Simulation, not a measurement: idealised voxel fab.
Presented below is a process module, voxel ribs on slabs.
Each square cell in cross-section cut measures 5 nm, and the section as a whole is 235 nm wide.
Bands, listed from the top down, are how a cross-section gets written in this document; the cross-section itself is a grid of square cells, and a band is one or more rows of them. Heads up on the band format: heights come first, top then bottom, in nm. After that it's the materials left to right, each with its width in nm. A single material flagged "edge to edge" fills the whole band edge to edge, and "empty" means there's empty space there. All heights in this document are referenced to 0, defined as the level beneath which the wafer, as received, consists entirely of one material. The lowest band is not bounded below; it extends indefinitely downward and is written in the form "0 nm and below". Note: "30..40" means the width goes from the first number (top row of the band) to the second number (bottom row) in equal steps per row of cells. What does "all unchanged" mean for a step? It means no cell of the cross-section changed in that step. You'll see "Trapped cavities" listing empty spaces that have no way open to the top, as long as they're 8 cells or more; the notation is width x height at distance, where the distance is from the left edge, and all of it is in nm. On each step's line, the part that comes after the settings is the simulator's own comment on the step. A step line may carry the setting "overlay nm", which, for steps involving a mask, states the distance by which the mask lay to the right of its intended position; negative values denote displacement to the left.
LIST OF PLANNED PROCESS STEPS
1: RECEIVE (material Si)
2: DIRECTIONAL_DEP (material SiO2; thk nm 20)
3: DIRECTIONAL_DEP (material polySi; thk nm 25)
4: DIRECTIONAL_DEP (material aC; thk nm 15)
5: PATTERN (tone cover; mask id RIB; material resist; width nm 20; thk nm 30; overlay nm 0)
6: DIRECTIONAL_ETCH (etch materials aC; depth nm 15)
7: STRIP (etch materials resist)
8: DIRECTIONAL_ETCH (etch materials polySi; depth nm 15)
9: STRIP (etch materials aC)
10: PATTERN (tone cover; mask id SLAB; material resist; width nm 60; thk nm 20; overlay nm 0)
11: DIRECTIONAL_ETCH (etch materials polySi; depth nm 10)
12: STRIP (etch materials resist)
13: FILL_DEP (material SiO2; thk nm 20)
14: CMP (height nm 65)
15: DIRECTIONAL_DEP (material W; thk nm 10)
16: MASKED_ETCH (tone cover; mask id HEATER; width nm 30; etch materials W; depth nm 10; overlay nm 0)
17: CONFORMAL_DEP (material SiN; thk nm 10)
varied across the wafers: thk nm of step 2. The plan shows the first wafer's value. All wafers start alike
FIRST WAFER OF SEVERAL, AS RECEIVED: CROSS-SECTION AFTER STEP 1
    0 nm and below = Si edge to edge
    Trapped cavities: none
FIRST OF SEVERAL WAFERS: CROSS-SECTION AT THE END OF THE MODULE, AFTER STEP 17, ITS LAST STEP
    85 nm to 75 nm = empty 90; SiN 50; empty 95
    75 nm to 65 nm = SiN 100; W 30; SiN 105
    65 nm to 45 nm = SiO2 edge to edge
    45 nm to 30 nm = SiO2 105; polySi 20; SiO2 110
    30 nm to 20 nm = SiO2 85; polySi 60; SiO2 90
    20 nm to 0 nm = SiO2 edge to edge
    0 nm and below = Si edge to edge
    Trapped cavities: none
MODULE END, FINAL WAFER: CROSS-SECTION
    85 nm to 75 nm = empty 90; SiN 50; empty 95
    75 nm to 65 nm = SiN 100; W 30; SiN 105
    65 nm to 50 nm = SiO2 105; polySi 20; SiO2 110
    50 nm to 40 nm = SiO2 85; polySi 60; SiO2 90
    40 nm to 0 nm = SiO2 edge to edge
    0 nm and below = Si edge to edge
    Trapped cavities: none
WHERE EACH WAFER STANDS AT THE END OF THE MODULE, A ROW APIECE: CELLS OF EACH MATERIAL GAINED (+) OR LOST (-) SINCE IT WAS RECEIVED, THEN CLOSED VOIDS
thk nm 20 | +102 SiN | +575 SiO2 | +12 W | +36 polySi | Trapped cavities: none
thk nm 25 | +102 SiN | +575 SiO2 | +12 W | +36 polySi | Trapped cavities: none
thk nm 30 | +102 SiN | +575 SiO2 | +12 W | +36 polySi | Trapped cavities: none
thk nm 35 | +102 SiN | +575 SiO2 | +12 W | +36 polySi | Trapped cavities: none
thk nm 40 | +102 SiN | +575 SiO2 | +12 W | +36 polySi | Trapped cavities: none
